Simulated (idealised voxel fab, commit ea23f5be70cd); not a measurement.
Process module in this document: voxel wiring stack
210 nm wide, 5 nm square cells: that's cross-section cut.
Cross-section layout: square cells on a grid; listed as bands, top to bottom; a band spans one or more cell rows. The entry gives the band's vertical extent as a top height and a bottom height in nm, then its horizontal make-up as materials from left to right, each with a width in nm. "blank" stands for empty space; a single material marked "throughout" fills the band edge to edge. Heights from 0 (as-received wafer is one material below). Bottom band endless downward, as "top 0, no bottom". It should be noted that a width expressed as "30->40" varies in equal increments from row to row of cells within the band, taking the value of the first number at the top row and that of the second number at the bottom row. You'll sometimes find "no modification" written for a step, and that's the way of saying that nowhere in the cross-section did a cell change during that step. If an empty space has no open way to the top and is at least 8 cells in size, "Sealed void list" lists it, written width x height at distance, where distance is measured from the left edge and every value is in nm. Formally, on a step line, whatever follows the settings is a remark that the simulator itself makes on the step. On any step carrying a mask, the "overlay nm" setting, if present on the step's line, tells how far right of its planned place the mask lay; negative values point to the left.
-- Planned step list for the process
step 1: RECEIVE, material Si
step 2: CONFORMAL_DEP, material SiO2, thk nm 10
step 3: DIRECTIONAL_DEP, material TiN, thk nm 5
step 4: DIRECTIONAL_DEP, material W, thk nm 25
step 5: PATTERN, tone cover, mask id METAL_1, material resist, width nm 30, pitch nm 55, thk nm 15, overlay nm 0
step 6: DIRECTIONAL_ETCH, etch materials W, depth nm 25
step 7: DIRECTIONAL_ETCH, etch materials TiN, depth nm 5
step 8: STRIP, etch materials resist
step 9: FILL_DEP, material lowk, thk nm 5
step 10: CMP, height nm 40
step 11: CONFORMAL_DEP, material SiCN, thk nm 5
step 12: DIRECTIONAL_DEP, material lowk, thk nm 10
step 13: DIRECTIONAL_DEP, material aC, thk nm 15
step 14: PATTERN, tone open, mask id PLUG_1, material resist, width nm 15, pitch nm 55, thk nm 30, overlay nm 0
step 15: DIRECTIONAL_ETCH, etch materials aC, depth nm 15
step 16: STRIP, etch materials resist
step 17: DIRECTIONAL_ETCH, etch materials lowk, depth nm 10
step 18: DIRECTIONAL_ETCH, etch materials SiCN, depth nm 5
step 19: STRIP, etch materials aC
step 20: EPI, material Ru, thk nm 10
step 21: EPI, material Ru, thk nm 5
step 22: CONFORMAL_DEP, material SiCN, thk nm 5
step 23: DIRECTIONAL_DEP, material SiO2, thk nm 25
step 24: DIRECTIONAL_DEP, material aC, thk nm 10
step 25: PATTERN, tone open, mask id METAL_2, material resist, width nm 30, pitch nm 55, thk nm 25, overlay nm 0
step 26: DIRECTIONAL_ETCH, etch materials aC, depth nm 10
step 27: STRIP, etch materials resist
step 28: DIRECTIONAL_ETCH, etch materials SiO2, depth nm 25
step 29: DIRECTIONAL_ETCH, etch materials SiCN, depth nm 5
step 30: STRIP, etch materials aC
step 31: CONFORMAL_DEP, material TiN, thk nm 5
step 32: FILL_DEP, material W, thk nm 5
step 33: CMP, height nm 85
step 34: CONFORMAL_DEP, material SiN, thk nm 5
-- First wafer out of two, processed as planned
-- Cross-section: wafer on arrival = after step 1
    top 0, no bottom: Si throughout
    Sealed void list: none
-- After step 2, in cross-section
    top 10, bottom 0: SiO2 throughout
    Whatever lies below 0 is exactly as it was before.
-- After step 3, in cross-section
    top 15, bottom 10: TiN throughout
    Whatever lies below 10 is exactly as it was before.
-- After step 4, in cross-section
    top 40, bottom 15: W throughout
    Whatever lies below 15 is exactly as it was before.
-- After step 5, in cross-section
    top 55, bottom 40: 35 blank  30 resist  25 blank  30 resist  25 blank  30 resist  35 blank
    Whatever lies below 40 is exactly as it was before.
-- After step 6, in cross-section
    top 55, bottom 40: 35 blank  30 resist  25 blank  30 resist  25 blank  30 resist  35 blank
    top 40, bottom 15: 35 blank  30 W  25 blank  30 W  25 blank  30 W  35 blank
    Whatever lies below 15 is exactly as it was before.
-- After step 7, in cross-section
    top 55, bottom 40: 35 blank  30 resist  25 blank  30 resist  25 blank  30 resist  35 blank
    top 40, bottom 15: 35 blank  30 W  25 blank  30 W  25 blank  30 W  35 blank
    top 15, bottom 10: 35 blank  30 TiN  25 blank  30 TiN  25 blank  30 TiN  35 blank
    Whatever lies below 10 is exactly as it was before.
-- After step 8, in cross-section
    top 40, bottom 15: 35 blank  30 W  25 blank  30 W  25 blank  30 W  35 blank
    Whatever lies below 15 is exactly as it was before.
-- After step 9, in cross-section
    top 45, bottom 40: lowk throughout
    top 40, bottom 15: 35 lowk  30 W  25 lowk  30 W  25 lowk  30 W  35 lowk
    top 15, bottom 10: 35 lowk  30 TiN  25 lowk  30 TiN  25 lowk  30 TiN  35 lowk
    Whatever lies below 10 is exactly as it was before.
-- After step 10, in cross-section
    top 40, bottom 15: 35 lowk  30 W  25 lowk  30 W  25 lowk  30 W  35 lowk
    Whatever lies below 15 is exactly as it was before.
-- After step 11, in cross-section
    top 45, bottom 40: SiCN throughout
    Whatever lies below 40 is exactly as it was before.
-- After step 12, in cross-section
    top 55, bottom 45: lowk throughout
    Whatever lies below 45 is exactly as it was before.
-- After step 13, in cross-section
    top 70, bottom 55: aC throughout
    Whatever lies below 55 is exactly as it was before.
-- After step 14, in cross-section
    top 100, bottom 70: 35 resist  15 blank  40 resist  15 blank  40 resist  15 blank  50 resist
    Whatever lies below 70 is exactly as it was before.
-- After step 15, in cross-section
    top 85, bottom 70: 35 resist  15 blank  40 resist  15 blank  40 resist  15 blank  50 resist
    top 70, bottom 55: 35 aC  15 blank  40 aC  15 blank  40 aC  15 blank  50 aC
    Whatever lies below 55 is exactly as it was before.
-- After step 16, in cross-section
    top 70, bottom 55: 35 aC  15 blank  40 aC  15 blank  40 aC  15 blank  50 aC
    Whatever lies below 55 is exactly as it was before.
-- After step 17, in cross-section
    top 70, bottom 55: 35 aC  15 blank  40 aC  15 blank  40 aC  15 blank  50 aC
    top 55, bottom 45: 35 lowk  15 blank  40 lowk  15 blank  40 lowk  15 blank  50 lowk
    Whatever lies below 45 is exactly as it was before.
-- After step 18, in cross-section
    top 70, bottom 55: 35 aC  15 blank  40 aC  15 blank  40 aC  15 blank  50 aC
    top 55, bottom 45: 35 lowk  15 blank  40 lowk  15 blank  40 lowk  15 blank  50 lowk
    top 45, bottom 40: 35 SiCN  15 blank  40 SiCN  15 blank  40 SiCN  15 blank  50 SiCN
    Whatever lies below 40 is exactly as it was before.
-- After step 19, in cross-section
    top 55, bottom 45: 35 lowk  15 blank  40 lowk  15 blank  40 lowk  15 blank  50 lowk
    Whatever lies below 45 is exactly as it was before.
-- After step 20, in cross-section
    top 55, bottom 50: 35 lowk  15 blank  40 lowk  15 blank  40 lowk  15 blank  50 lowk
    top 50, bottom 45: 35 lowk  15 Ru  40 lowk  15 Ru  40 lowk  15 Ru  50 lowk
    top 45, bottom 40: 35 SiCN  15 Ru  40 SiCN  15 Ru  40 SiCN  15 Ru  50 SiCN
    Whatever lies below 40 is exactly as it was before.
-- After step 21, in cross-section
    top 55, bottom 45: 35 lowk  15 Ru  40 lowk  15 Ru  40 lowk  15 Ru  50 lowk
    Whatever lies below 45 is exactly as it was before.
-- After step 22, in cross-section
    top 60, bottom 55: SiCN throughout
    Whatever lies below 55 is exactly as it was before.
-- After step 23, in cross-section
    top 85, bottom 60: SiO2 throughout
    Whatever lies below 60 is exactly as it was before.
-- After step 24, in cross-section
    top 95, bottom 85: aC throughout
    Whatever lies below 85 is exactly as it was before.
-- After step 25, in cross-section
    top 120, bottom 95: 35 resist  30 blank  25 resist  30 blank  25 resist  30 blank  35 resist
    Whatever lies below 95 is exactly as it was before.
-- After step 26, in cross-section
    top 110, bottom 95: 35 resist  30 blank  25 resist  30 blank  25 resist  30 blank  35 resist
    top 95, bottom 85: 35 aC  30 blank  25 aC  30 blank  25 aC  30 blank  35 aC
    Whatever lies below 85 is exactly as it was before.
-- After step 27, in cross-section
    top 95, bottom 85: 35 aC  30 blank  25 aC  30 blank  25 aC  30 blank  35 aC
    Whatever lies below 85 is exactly as it was before.
-- After step 28, in cross-section
    top 95, bottom 85: 35 aC  30 blank  25 aC  30 blank  25 aC  30 blank  35 aC
    top 85, bottom 60: 35 SiO2  30 blank  25 SiO2  30 blank  25 SiO2  30 blank  35 SiO2
    Whatever lies below 60 is exactly as it was before.
-- After step 29, in cross-section
    top 95, bottom 85: 35 aC  30 blank  25 aC  30 blank  25 aC  30 blank  35 aC
    top 85, bottom 60: 35 SiO2  30 blank  25 SiO2  30 blank  25 SiO2  30 blank  35 SiO2
    top 60, bottom 55: 35 SiCN  30 blank  25 SiCN  30 blank  25 SiCN  30 blank  35 SiCN
    Whatever lies below 55 is exactly as it was before.
-- After step 30, in cross-section
    top 85, bottom 60: 35 SiO2  30 blank  25 SiO2  30 blank  25 SiO2  30 blank  35 SiO2
    Whatever lies below 60 is exactly as it was before.
-- After step 31, in cross-section
    top 90, bottom 85: 40 TiN  20 blank  35 TiN  20 blank  35 TiN  20 blank  40 TiN
    top 85, bottom 60: 35 SiO2  5 TiN  20 blank  5 TiN  25 SiO2  5 TiN  20 blank  5 TiN  25 SiO2  5 TiN  20 blank  5 TiN  35 SiO2
    top 60, bottom 55: 35 SiCN  30 TiN  25 SiCN  30 TiN  25 SiCN  30 TiN  35 SiCN
    Whatever lies below 55 is exactly as it was before.
-- After step 32, in cross-section
    top 95, bottom 90: W throughout
    top 90, bottom 85: 40 TiN  20 W  35 TiN  20 W  35 TiN  20 W  40 TiN
    top 85, bottom 60: 35 SiO2  5 TiN  20 W  5 TiN  25 SiO2  5 TiN  20 W  5 TiN  25 SiO2  5 TiN  20 W  5 TiN  35 SiO2
    Whatever lies below 60 is exactly as it was before.
-- After step 33, in cross-section
    top 85, bottom 60: 35 SiO2  5 TiN  20 W  5 TiN  25 SiO2  5 TiN  20 W  5 TiN  25 SiO2  5 TiN  20 W  5 TiN  35 SiO2
    Whatever lies below 60 is exactly as it was before.
-- After step 34, in cross-section
    top 90, bottom 85: SiN throughout
    Whatever lies below 85 is exactly as it was before.
-- Notes, second wafer: start = first wafer's, plan = first wafer's, execution had one mistake; history identical to first through step 9
-- Second wafer, section view, time point: scheduled end of step 10
    top 35, bottom 15: 35 lowk  30 W  25 lowk  30 W  25 lowk  30 W  35 lowk
    Whatever lies below 15 is exactly as it was before.
-- Second wafer, section view, time point: scheduled end of step 11
    top 40, bottom 35: SiCN throughout
    Whatever lies below 35 is exactly as it was before.
-- Second wafer, section view, time point: scheduled end of step 12
    top 50, bottom 40: lowk throughout
    Whatever lies below 40 is exactly as it was before.
-- Second wafer, section view, time point: scheduled end of step 13
    top 65, bottom 50: aC throughout
    Whatever lies below 50 is exactly as it was before.
-- Second wafer, section view, time point: scheduled end of step 14
    top 95, bottom 65: 35 resist  15 blank  40 resist  15 blank  40 resist  15 blank  50 resist
    Whatever lies below 65 is exactly as it was before.
-- Second wafer, section view, time point: scheduled end of step 15
    top 80, bottom 65: 35 resist  15 blank  40 resist  15 blank  40 resist  15 blank  50 resist
    top 65, bottom 50: 35 aC  15 blank  40 aC  15 blank  40 aC  15 blank  50 aC
    Whatever lies below 50 is exactly as it was before.
-- Second wafer, section view, time point: scheduled end of step 16
    top 65, bottom 50: 35 aC  15 blank  40 aC  15 blank  40 aC  15 blank  50 aC
    Whatever lies below 50 is exactly as it was before.
-- Second wafer, section view, time point: scheduled end of step 17
    top 65, bottom 50: 35 aC  15 blank  40 aC  15 blank  40 aC  15 blank  50 aC
    top 50, bottom 40: 35 lowk  15 blank  40 lowk  15 blank  40 lowk  15 blank  50 lowk
    Whatever lies below 40 is exactly as it was before.
-- Second wafer, section view, time point: scheduled end of step 18
    top 65, bottom 50: 35 aC  15 blank  40 aC  15 blank  40 aC  15 blank  50 aC
    top 50, bottom 40: 35 lowk  15 blank  40 lowk  15 blank  40 lowk  15 blank  50 lowk
    top 40, bottom 35: 35 SiCN  15 blank  40 SiCN  15 blank  40 SiCN  15 blank  50 SiCN
    Whatever lies below 35 is exactly as it was before.
-- Second wafer, section view, time point: scheduled end of step 19
    top 50, bottom 40: 35 lowk  15 blank  40 lowk  15 blank  40 lowk  15 blank  50 lowk
    Whatever lies below 40 is exactly as it was before.
-- Second wafer, section view, time point: scheduled end of step 20
    top 50, bottom 45: 35 lowk  15 blank  40 lowk  15 blank  40 lowk  15 blank  50 lowk
    top 45, bottom 40: 35 lowk  15 Ru  40 lowk  15 Ru  40 lowk  15 Ru  50 lowk
    top 40, bottom 35: 35 SiCN  15 Ru  40 SiCN  15 Ru  40 SiCN  15 Ru  50 SiCN
    Whatever lies below 35 is exactly as it was before.
-- Second wafer, section view, time point: scheduled end of step 21
    top 50, bottom 40: 35 lowk  15 Ru  40 lowk  15 Ru  40 lowk  15 Ru  50 lowk
    Whatever lies below 40 is exactly as it was before.
-- Second wafer, section view, time point: scheduled end of step 22
    top 55, bottom 50: SiCN throughout
    Whatever lies below 50 is exactly as it was before.
-- Second wafer, section view, time point: scheduled end of step 23
    top 80, bottom 55: SiO2 throughout
    Whatever lies below 55 is exactly as it was before.
-- Second wafer, section view, time point: scheduled end of step 24
    top 90, bottom 80: aC throughout
    Whatever lies below 80 is exactly as it was before.
-- Second wafer, section view, time point: scheduled end of step 25
    top 115, bottom 90: 35 resist  30 blank  25 resist  30 blank  25 resist  30 blank  35 resist
    Whatever lies below 90 is exactly as it was before.
-- Second wafer, section view, time point: scheduled end of step 26
    top 105, bottom 90: 35 resist  30 blank  25 resist  30 blank  25 resist  30 blank  35 resist
    top 90, bottom 80: 35 aC  30 blank  25 aC  30 blank  25 aC  30 blank  35 aC
    Whatever lies below 80 is exactly as it was before.
-- Second wafer, section view, time point: scheduled end of step 27
    top 90, bottom 80: 35 aC  30 blank  25 aC  30 blank  25 aC  30 blank  35 aC
    Whatever lies below 80 is exactly as it was before.
-- Second wafer, section view, time point: scheduled end of step 28
    top 90, bottom 80: 35 aC  30 blank  25 aC  30 blank  25 aC  30 blank  35 aC
    top 80, bottom 55: 35 SiO2  30 blank  25 SiO2  30 blank  25 SiO2  30 blank  35 SiO2
    Whatever lies below 55 is exactly as it was before.
-- Second wafer, section view, time point: scheduled end of step 29
    top 90, bottom 80: 35 aC  30 blank  25 aC  30 blank  25 aC  30 blank  35 aC
    top 80, bottom 55: 35 SiO2  30 blank  25 SiO2  30 blank  25 SiO2  30 blank  35 SiO2
    top 55, bottom 50: 35 SiCN  30 blank  25 SiCN  30 blank  25 SiCN  30 blank  35 SiCN
    Whatever lies below 50 is exactly as it was before.
-- Second wafer, section view, time point: scheduled end of step 30
    top 80, bottom 55: 35 SiO2  30 blank  25 SiO2  30 blank  25 SiO2  30 blank  35 SiO2
    Whatever lies below 55 is exactly as it was before.
-- Second wafer, section view, time point: scheduled end of step 31
    top 85, bottom 80: 40 TiN  20 blank  35 TiN  20 blank  35 TiN  20 blank  40 TiN
    top 80, bottom 55: 35 SiO2  5 TiN  20 blank  5 TiN  25 SiO2  5 TiN  20 blank  5 TiN  25 SiO2  5 TiN  20 blank  5 TiN  35 SiO2
    top 55, bottom 50: 35 SiCN  30 TiN  25 SiCN  30 TiN  25 SiCN  30 TiN  35 SiCN
    Whatever lies below 50 is exactly as it was before.
-- Second wafer, section view, time point: scheduled end of step 32
    top 90, bottom 85: W throughout
    top 85, bottom 80: 40 TiN  20 W  35 TiN  20 W  35 TiN  20 W  40 TiN
    top 80, bottom 55: 35 SiO2  5 TiN  20 W  5 TiN  25 SiO2  5 TiN  20 W  5 TiN  25 SiO2  5 TiN  20 W  5 TiN  35 SiO2
    Whatever lies below 55 is exactly as it was before.
-- Second wafer, section view, time point: scheduled end of step 33
    top 85, bottom 80: 40 TiN  20 W  35 TiN  20 W  35 TiN  20 W  40 TiN
    Whatever lies below 80 is exactly as it was before.
-- Second wafer, section view, time point: scheduled end of step 34
    top 90, bottom 85: SiN throughout
    Whatever lies below 85 is exactly as it was before.
Diagnosis: step 10 did not use the planned setting and instead ran as CMP, height nm 35
Materials where the second wafer ends with more or fewer cells than the first: TiN: 30 more | W: 6 fewer | lowk: 24 fewer
